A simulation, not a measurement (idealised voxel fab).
process module | voxel capacitor over wiring
cross-section cut | 270 nm wide | cells 5 nm
A cross-section is a grid of square cells, given in bands from the top down. A band is one or more rows of cells.
Each band's line starts with the height of the band's top and of its bottom, in nm. Then come its materials from left to right, each with its width in nm. One material with "throughout" fills the band from edge to edge. "air" is empty space.
Height 0 is the level under which the wafer as received is all one material. The lowest band goes on downwards, as in "0 down".
A width such as "30 to 40" changes by the same amount from each row of cells to the next, from the band's top row to its bottom row.
"no change" after a step means that no cell of the cross-section changed.
closed voids: empty space of 8 cells or more with no open way to the top, each as width x height at its distance from the left edge, in nm
after a step's settings: what the simulator itself notes on the step
overlay nm, on a step with a mask: how far to the right of its planned place the mask lay; to the left if negative
plan
1 op RECEIVE | material Si
2 op CONFORMAL_DEP | material SiO2 | thk nm 10
3 op CONFORMAL_DEP | material SiN | thk nm 5
4 op DIRECTIONAL_DEP | material SiO2 | thk nm 15
5 op PATTERN | tone open | mask id METAL_1 | material resist | width nm 20 | pitch nm 80 | thk nm 15 | overlay nm 0
6 op DIRECTIONAL_ETCH | etch materials SiO2 | depth nm 15
7 op DIRECTIONAL_ETCH | etch materials SiN | depth nm 5
8 op STRIP | etch materials resist
9 op CONFORMAL_DEP | material TiN | thk nm 5
10 op FILL_DEP | material Cu | thk nm 5
11 op CMP | height nm 30
12 op CONFORMAL_DEP | material SiCN | thk nm 5
13 op DIRECTIONAL_DEP | material SiO2 | thk nm 10
14 op DIRECTIONAL_DEP | material aC | thk nm 10
15 op PATTERN | tone open | mask id PLUG_1 | material resist | width nm 15 | thk nm 30 | overlay nm 0
16 op DIRECTIONAL_ETCH | etch materials aC | depth nm 10
17 op STRIP | etch materials resist
18 op DIRECTIONAL_ETCH | etch materials SiO2 | depth nm 10
19 op DIRECTIONAL_ETCH | etch materials SiCN | depth nm 5
20 op STRIP | etch materials aC
21 op EPI | material Ru | thk nm 10
22 op EPI | material Ru | thk nm 5
23 op DIRECTIONAL_DEP | material TiN | thk nm 5
24 op DIRECTIONAL_DEP | material SiN | thk nm 5
25 op DIRECTIONAL_DEP | material TiN | thk nm 10
26 op MASKED_ETCH | tone cover | mask id UPPER_PLATE | width nm 65 | etch materials TiN | depth nm 10 | overlay nm 0
27 op MASKED_ETCH | tone cover | mask id UPPER_PLATE | width nm 65 | etch materials SiN | depth nm 5 | overlay nm 0
28 op MASKED_ETCH | tone cover | mask id LOWER_PLATE | width nm 75 | etch materials TiN | depth nm 5 | overlay nm 0
29 op FILL_DEP | material SiO2 | thk nm 20
30 op CMP | height nm 80
31 op PATTERN | tone open | mask id PLUG_2 | material resist | width nm 15 | thk nm 20 | overlay nm 0
32 op DIRECTIONAL_ETCH | etch materials SiO2 | depth nm 15
33 op STRIP | etch materials resist
34 op CONFORMAL_DEP | material TiN | thk nm 5
35 op FILL_DEP | material W | thk nm 10
36 op CMP | height nm 80
37 op CONFORMAL_DEP | material SiCN | thk nm 5
first wafer, as planned
as received, after step 1
  0 down: Si throughout
  closed voids: none
after step 2
  10 to 0: SiO2 throughout
  below 0: unchanged
after step 3
  15 to 10: SiN throughout
  below 10: unchanged
after step 4
  30 to 15: SiO2 throughout
  below 15: unchanged
after step 5
  45 to 30: resist 85 | air 20 | resist 60 | air 20 | resist 85
  below 30: unchanged
after step 6
  45 to 30: resist 85 | air 20 | resist 60 | air 20 | resist 85
  30 to 15: SiO2 85 | air 20 | SiO2 60 | air 20 | SiO2 85
  below 15: unchanged
after step 7
  45 to 30: resist 85 | air 20 | resist 60 | air 20 | resist 85
  30 to 15: SiO2 85 | air 20 | SiO2 60 | air 20 | SiO2 85
  15 to 10: SiN 85 | air 20 | SiN 60 | air 20 | SiN 85
  below 10: unchanged
after step 8
  30 to 15: SiO2 85 | air 20 | SiO2 60 | air 20 | SiO2 85
  below 15: unchanged
after step 9
  35 to 30: TiN 90 | air 10 | TiN 70 | air 10 | TiN 90
  30 to 15: SiO2 85 | TiN 5 | air 10 | TiN 5 | SiO2 60 | TiN 5 | air 10 | TiN 5 | SiO2 85
  15 to 10: SiN 85 | TiN 20 | SiN 60 | TiN 20 | SiN 85
  below 10: unchanged
after step 10
  40 to 35: Cu throughout
  35 to 30: TiN 90 | Cu 10 | TiN 70 | Cu 10 | TiN 90
  30 to 15: SiO2 85 | TiN 5 | Cu 10 | TiN 5 | SiO2 60 | TiN 5 | Cu 10 | TiN 5 | SiO2 85
  below 15: unchanged
after step 11
  30 to 15: SiO2 85 | TiN 5 | Cu 10 | TiN 5 | SiO2 60 | TiN 5 | Cu 10 | TiN 5 | SiO2 85
  below 15: unchanged
after step 12
  35 to 30: SiCN throughout
  below 30: unchanged
after step 13
  45 to 35: SiO2 throughout
  below 35: unchanged
after step 14
  55 to 45: aC throughout
  below 45: unchanged
after step 15
  85 to 55: resist 90 | air 15 | resist 165
  below 55: unchanged
after step 16
  75 to 55: resist 90 | air 15 | resist 165
  55 to 45: aC 90 | air 15 | aC 165
  below 45: unchanged
after step 17
  55 to 45: aC 90 | air 15 | aC 165
  below 45: unchanged
after step 18
  55 to 45: aC 90 | air 15 | aC 165
  45 to 35: SiO2 90 | air 15 | SiO2 165
  below 35: unchanged
after step 19
  55 to 45: aC 90 | air 15 | aC 165
  45 to 35: SiO2 90 | air 15 | SiO2 165
  35 to 30: SiCN 90 | air 15 | SiCN 165
  below 30: unchanged
after step 20
  45 to 35: SiO2 90 | air 15 | SiO2 165
  below 35: unchanged
after step 21
  45 to 40: SiO2 90 | air 15 | SiO2 165
  40 to 35: SiO2 90 | Ru 15 | SiO2 165
  35 to 30: SiCN 90 | Ru 15 | SiCN 165
  below 30: unchanged
after step 22
  45 to 35: SiO2 90 | Ru 15 | SiO2 165
  below 35: unchanged
after step 23
  50 to 45: TiN throughout
  below 45: unchanged
after step 24
  55 to 50: SiN throughout
  below 50: unchanged
after step 25
  65 to 55: TiN throughout
  below 55: unchanged
after step 26
  65 to 55: air 90 | TiN 65 | air 115
  below 55: unchanged
after step 27
  65 to 55: air 90 | TiN 65 | air 115
  55 to 50: air 90 | SiN 65 | air 115
  below 50: unchanged
after step 28
  65 to 55: air 90 | TiN 65 | air 115
  55 to 50: air 90 | SiN 65 | air 115
  50 to 45: air 85 | TiN 75 | air 110
  below 45: unchanged
after step 29
  85 to 65: SiO2 throughout
  65 to 55: SiO2 90 | TiN 65 | SiO2 115
  55 to 50: SiO2 90 | SiN 65 | SiO2 115
  50 to 45: SiO2 85 | TiN 75 | SiO2 110
  below 45: unchanged
after step 30
  80 to 65: SiO2 throughout
  below 65: unchanged
after step 31
  100 to 80: resist 100 | air 15 | resist 155
  below 80: unchanged
after step 32
  100 to 80: resist 100 | air 15 | resist 155
  80 to 65: SiO2 100 | air 15 | SiO2 155
  below 65: unchanged
after step 33
  80 to 65: SiO2 100 | air 15 | SiO2 155
  below 65: unchanged
after step 34
  85 to 80: TiN 105 | air 5 | TiN 160
  80 to 70: SiO2 100 | TiN 5 | air 5 | TiN 5 | SiO2 155
  70 to 65: SiO2 100 | TiN 15 | SiO2 155
  below 65: unchanged
after step 35
  95 to 85: W throughout
  85 to 80: TiN 105 | W 5 | TiN 160
  80 to 70: SiO2 100 | TiN 5 | W 5 | TiN 5 | SiO2 155
  below 70: unchanged
after step 36
  80 to 70: SiO2 100 | TiN 5 | W 5 | TiN 5 | SiO2 155
  below 70: unchanged
after step 37
  85 to 80: SiCN throughout
  below 80: unchanged
second wafer: like start, like plan, one mistake. Through step 3 it matches the first wafer
when step 4 should have ended
  20 to 15: SiO2 throughout
  below 15: unchanged
when step 5 should have ended
  35 to 20: resist 85 | air 20 | resist 60 | air 20 | resist 85
  below 20: unchanged
when step 6 should have ended
  35 to 20: resist 85 | air 20 | resist 60 | air 20 | resist 85
  20 to 15: SiO2 85 | air 20 | SiO2 60 | air 20 | SiO2 85
  below 15: unchanged
when step 7 should have ended
  35 to 20: resist 85 | air 20 | resist 60 | air 20 | resist 85
  20 to 15: SiO2 85 | air 20 | SiO2 60 | air 20 | SiO2 85
  15 to 10: SiN 85 | air 20 | SiN 60 | air 20 | SiN 85
  below 10: unchanged
when step 8 should have ended
  20 to 15: SiO2 85 | air 20 | SiO2 60 | air 20 | SiO2 85
  below 15: unchanged
when step 9 should have ended
  25 to 20: TiN 90 | air 10 | TiN 70 | air 10 | TiN 90
  20 to 15: SiO2 85 | TiN 5 | air 10 | TiN 5 | SiO2 60 | TiN 5 | air 10 | TiN 5 | SiO2 85
  15 to 10: SiN 85 | TiN 20 | SiN 60 | TiN 20 | SiN 85
  below 10: unchanged
when step 10 should have ended
  30 to 25: Cu throughout
  25 to 20: TiN 90 | Cu 10 | TiN 70 | Cu 10 | TiN 90
  20 to 15: SiO2 85 | TiN 5 | Cu 10 | TiN 5 | SiO2 60 | TiN 5 | Cu 10 | TiN 5 | SiO2 85
  below 15: unchanged
when step 11 should have ended: no change
when step 12 should have ended
  35 to 30: SiCN throughout
  below 30: unchanged
when step 13 should have ended
  45 to 35: SiO2 throughout
  below 35: unchanged
when step 14 should have ended
  55 to 45: aC throughout
  below 45: unchanged
when step 15 should have ended
  85 to 55: resist 90 | air 15 | resist 165
  below 55: unchanged
when step 16 should have ended
  75 to 55: resist 90 | air 15 | resist 165
  55 to 45: aC 90 | air 15 | aC 165
  below 45: unchanged
when step 17 should have ended
  55 to 45: aC 90 | air 15 | aC 165
  below 45: unchanged
when step 18 should have ended
  55 to 45: aC 90 | air 15 | aC 165
  45 to 35: SiO2 90 | air 15 | SiO2 165
  below 35: unchanged
when step 19 should have ended
  55 to 45: aC 90 | air 15 | aC 165
  45 to 35: SiO2 90 | air 15 | SiO2 165
  35 to 30: SiCN 90 | air 15 | SiCN 165
  below 30: unchanged
when step 20 should have ended
  45 to 35: SiO2 90 | air 15 | SiO2 165
  below 35: unchanged
when step 21 should have ended
  45 to 40: SiO2 90 | air 15 | SiO2 165
  40 to 35: SiO2 90 | Ru 15 | SiO2 165
  35 to 30: SiCN 90 | Ru 15 | SiCN 165
  below 30: unchanged
when step 22 should have ended
  45 to 35: SiO2 90 | Ru 15 | SiO2 165
  below 35: unchanged
when step 23 should have ended
  50 to 45: TiN throughout
  below 45: unchanged
when step 24 should have ended
  55 to 50: SiN throughout
  below 50: unchanged
when step 25 should have ended
  65 to 55: TiN throughout
  below 55: unchanged
when step 26 should have ended
  65 to 55: air 90 | TiN 65 | air 115
  below 55: unchanged
when step 27 should have ended
  65 to 55: air 90 | TiN 65 | air 115
  55 to 50: air 90 | SiN 65 | air 115
  below 50: unchanged
when step 28 should have ended
  65 to 55: air 90 | TiN 65 | air 115
  55 to 50: air 90 | SiN 65 | air 115
  50 to 45: air 85 | TiN 75 | air 110
  below 45: unchanged
when step 29 should have ended
  85 to 65: SiO2 throughout
  65 to 55: SiO2 90 | TiN 65 | SiO2 115
  55 to 50: SiO2 90 | SiN 65 | SiO2 115
  50 to 45: SiO2 85 | TiN 75 | SiO2 110
  below 45: unchanged
when step 30 should have ended
  80 to 65: SiO2 throughout
  below 65: unchanged
when step 31 should have ended
  100 to 80: resist 100 | air 15 | resist 155
  below 80: unchanged
when step 32 should have ended
  100 to 80: resist 100 | air 15 | resist 155
  80 to 65: SiO2 100 | air 15 | SiO2 155
  below 65: unchanged
when step 33 should have ended
  80 to 65: SiO2 100 | air 15 | SiO2 155
  below 65: unchanged
when step 34 should have ended
  85 to 80: TiN 105 | air 5 | TiN 160
  80 to 70: SiO2 100 | TiN 5 | air 5 | TiN 5 | SiO2 155
  70 to 65: SiO2 100 | TiN 15 | SiO2 155
  below 65: unchanged
when step 35 should have ended
  95 to 85: W throughout
  85 to 80: TiN 105 | W 5 | TiN 160
  80 to 70: SiO2 100 | TiN 5 | W 5 | TiN 5 | SiO2 155
  below 70: unchanged
when step 36 should have ended
  80 to 70: SiO2 100 | TiN 5 | W 5 | TiN 5 | SiO2 155
  below 70: unchanged
when step 37 should have ended
  85 to 80: SiCN throughout
  below 80: unchanged
what went wrong: step 4 ran as: op DIRECTIONAL_DEP | material SiO2 | thk nm 5
at the end the second wafer has, in cells: 50 more of Cu | 92 fewer of SiO2 | 42 more of TiN
